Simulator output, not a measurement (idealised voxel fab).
Documented hereafter: the process module known as voxel gate over fins.
Displayed cross-section: cut, width of 210 nm, square cells sized 5 nm.
Cross-sections here: square-cell grids, written as top-down lists of bands, a band being one or more rows of cells. Read a band's entry like this: the first values are the height of its top and the height of its bottom in nm, and what follows is the sequence of materials from left to right, each with its width in nm. Note that "blank" is empty space, and that a single material marked "edge to edge" reaches across the band from edge to edge. Height reference: 0 = level under which incoming wafer is all one material. Lowest band: no bottom, runs on downward, e.g. "from 0 down". A width such as "30..40" changes by the same amount from each row of cells to the next, from the band's top row to its bottom row. "nothing changed" for a step: no cell of the cross-section changed in that step. This entry, "Trapped void list", enumerates those empty regions of no fewer than 8 cells that possess no open connection to the top. Each region is reported in the form width x height at distance, the distance being taken from the left edge, with all three quantities expressed in nm. Anything after a step's settings on that line? It's the simulator's own note about the step. "overlay nm" on a masked step: distance the mask lay right of its planned place, negative for left.

So here's the lineup of process steps we planned:
1 RECEIVE | material Si
2 CONFORMAL_DEP | material SiN | thk nm 10
3 PATTERN | tone cover | mask id FINS | material resist | width nm 15 | pitch nm 45 | thk nm 15 | overlay nm 0
4 DIRECTIONAL_ETCH | etch materials SiN | depth nm 10
5 DIRECTIONAL_ETCH | etch materials Si | depth nm 40
6 STRIP | etch materials resist
7 OXIDIZE | depth nm 5
8 FILL_DEP | material SiO2 | thk nm 5
9 CMP | height nm 10
10 SELECTIVE_ETCH | etch materials SiO2 | depth nm 20
11 STRIP | etch materials SiN
12 CONFORMAL_DEP | material HfO2 | thk nm 5
13 CONFORMAL_DEP | material TiN | thk nm 5
14 FILL_DEP | material W | thk nm 10
15 CMP | height nm 15
16 CONFORMAL_DEP | material SiCN | thk nm 10

First of two wafers - as planned:

Cross-section of the wafer as it came to us, i.e., already through step 1:
from 0 down | Si edge to edge
Trapped void list: none

Cross-section of the wafer subsequent to step 2:
from 10 to 0 | SiN edge to edge
Whatever lies below 0 is exactly as it was before.

Cross-section of the wafer subsequent to step 3:
from 25 to 10 | blank: 50, resist: 15, blank: 30, resist: 15, blank: 30, resist: 15, blank: 55
Whatever lies below 10 is exactly as it was before.

Cross-section of the wafer subsequent to step 4:
from 25 to 10 | blank: 50, resist: 15, blank: 30, resist: 15, blank: 30, resist: 15, blank: 55
from 10 to 0 | blank: 50, SiN: 15, blank: 30, SiN: 15, blank: 30, SiN: 15, blank: 55
Whatever lies below 0 is exactly as it was before.

Cross-section of the wafer subsequent to step 5:
from 25 to 10 | blank: 50, resist: 15, blank: 30, resist: 15, blank: 30, resist: 15, blank: 55
from 10 to 0 | blank: 50, SiN: 15, blank: 30, SiN: 15, blank: 30, SiN: 15, blank: 55
from 0 to -40 | blank: 50, Si: 15, blank: 30, Si: 15, blank: 30, Si: 15, blank: 55
Whatever lies below -40 is exactly as it was before.

Cross-section of the wafer subsequent to step 6:
from 10 to 0 | blank: 50, SiN: 15, blank: 30, SiN: 15, blank: 30, SiN: 15, blank: 55
Whatever lies below 0 is exactly as it was before.

Cross-section of the wafer subsequent to step 7:
from 10 to 0 | blank: 50, SiN: 15, blank: 30, SiN: 15, blank: 30, SiN: 15, blank: 55
from 0 to -40 | blank: 50, SiO2: 5, Si: 5, SiO2: 5, blank: 30, SiO2: 5, Si: 5, SiO2: 5, blank: 30, SiO2: 5, Si: 5, SiO2: 5, blank: 55
from -40 to -45 | SiO2: 55, Si: 5, SiO2: 40, Si: 5, SiO2: 40, Si: 5, SiO2: 60
Whatever lies below -45 is exactly as it was before.

Cross-section of the wafer subsequent to step 8:
from 15 to 10 | SiO2 edge to edge
from 10 to 0 | SiO2: 50, SiN: 15, SiO2: 30, SiN: 15, SiO2: 30, SiN: 15, SiO2: 55
from 0 to -45 | SiO2: 55, Si: 5, SiO2: 40, Si: 5, SiO2: 40, Si: 5, SiO2: 60
Whatever lies below -45 is exactly as it was before.

Cross-section of the wafer subsequent to step 9:
from 10 to 0 | SiO2: 50, SiN: 15, SiO2: 30, SiN: 15, SiO2: 30, SiN: 15, SiO2: 55
Whatever lies below 0 is exactly as it was before.

Cross-section of the wafer subsequent to step 10:
from 10 to 0 | blank: 50, SiN: 15, blank: 30, SiN: 15, blank: 30, SiN: 15, blank: 55
from 0 to -10 | blank: 55, Si: 5, blank: 40, Si: 5, blank: 40, Si: 5, blank: 60
Whatever lies below -10 is exactly as it was before.

Cross-section of the wafer subsequent to step 11:
from 0 to -10 | blank: 55, Si: 5, blank: 40, Si: 5, blank: 40, Si: 5, blank: 60
Whatever lies below -10 is exactly as it was before.

Cross-section of the wafer subsequent to step 12:
from 5 to 0 | blank: 50, HfO2: 15, blank: 30, HfO2: 15, blank: 30, HfO2: 15, blank: 55
from 0 to -5 | blank: 50, HfO2: 5, Si: 5, HfO2: 5, blank: 30, HfO2: 5, Si: 5, HfO2: 5, blank: 30, HfO2: 5, Si: 5, HfO2: 5, blank: 55
from -5 to -10 | HfO2: 55, Si: 5, HfO2: 40, Si: 5, HfO2: 40, Si: 5, HfO2: 60
Whatever lies below -10 is exactly as it was before.

Cross-section of the wafer subsequent to step 13:
from 10 to 5 | blank: 45, TiN: 25, blank: 20, TiN: 25, blank: 20, TiN: 25, blank: 50
from 5 to 0 | blank: 45, TiN: 5, HfO2: 15, TiN: 5, blank: 20, TiN: 5, HfO2: 15, TiN: 5, blank: 20, TiN: 5, HfO2: 15, TiN: 5, blank: 50
from 0 to -5 | TiN: 50, HfO2: 5, Si: 5, HfO2: 5, TiN: 30, HfO2: 5, Si: 5, HfO2: 5, TiN: 30, HfO2: 5, Si: 5, HfO2: 5, TiN: 55
Whatever lies below -5 is exactly as it was before.

Cross-section of the wafer subsequent to step 14:
from 20 to 10 | W edge to edge
from 10 to 5 | W: 45, TiN: 25, W: 20, TiN: 25, W: 20, TiN: 25, W: 50
from 5 to 0 | W: 45, TiN: 5, HfO2: 15, TiN: 5, W: 20, TiN: 5, HfO2: 15, TiN: 5, W: 20, TiN: 5, HfO2: 15, TiN: 5, W: 50
Whatever lies below 0 is exactly as it was before.

Cross-section of the wafer subsequent to step 15:
from 15 to 10 | W edge to edge
Whatever lies below 10 is exactly as it was before.

Cross-section of the wafer subsequent to step 16:
from 25 to 15 | SiCN edge to edge
Whatever lies below 15 is exactly as it was before.

Second wafer - shared start and plan with the first - one error in running - same as the first up to step 11 inclusive:

Second wafer, sectioned view, at step 12's planned end time: nothing changed

Second wafer, sectioned view, at step 13's planned end time:
from 5 to 0 | blank: 50, TiN: 15, blank: 30, TiN: 15, blank: 30, TiN: 15, blank: 55
from 0 to -5 | blank: 50, TiN: 5, Si: 5, TiN: 5, blank: 30, TiN: 5, Si: 5, TiN: 5, blank: 30, TiN: 5, Si: 5, TiN: 5, blank: 55
from -5 to -10 | TiN: 55, Si: 5, TiN: 40, Si: 5, TiN: 40, Si: 5, TiN: 60
Whatever lies below -10 is exactly as it was before.

Second wafer, sectioned view, at step 14's planned end time:
from 15 to 5 | W edge to edge
from 5 to 0 | W: 50, TiN: 15, W: 30, TiN: 15, W: 30, TiN: 15, W: 55
from 0 to -5 | W: 50, TiN: 5, Si: 5, TiN: 5, W: 30, TiN: 5, Si: 5, TiN: 5, W: 30, TiN: 5, Si: 5, TiN: 5, W: 55
Whatever lies below -5 is exactly as it was before.

Second wafer, sectioned view, at step 15's planned end time: nothing changed

Second wafer, sectioned view, at step 16's planned end time:
from 25 to 15 | SiCN edge to edge
Whatever lies below 15 is exactly as it was before.
Finding, execution versus plan: skipped: plan step 12 (never run)
Looking at both finished wafers in cells, the second ends up ahead of or behind the first on some materials: 54 fewer of HfO2, 54 more of W
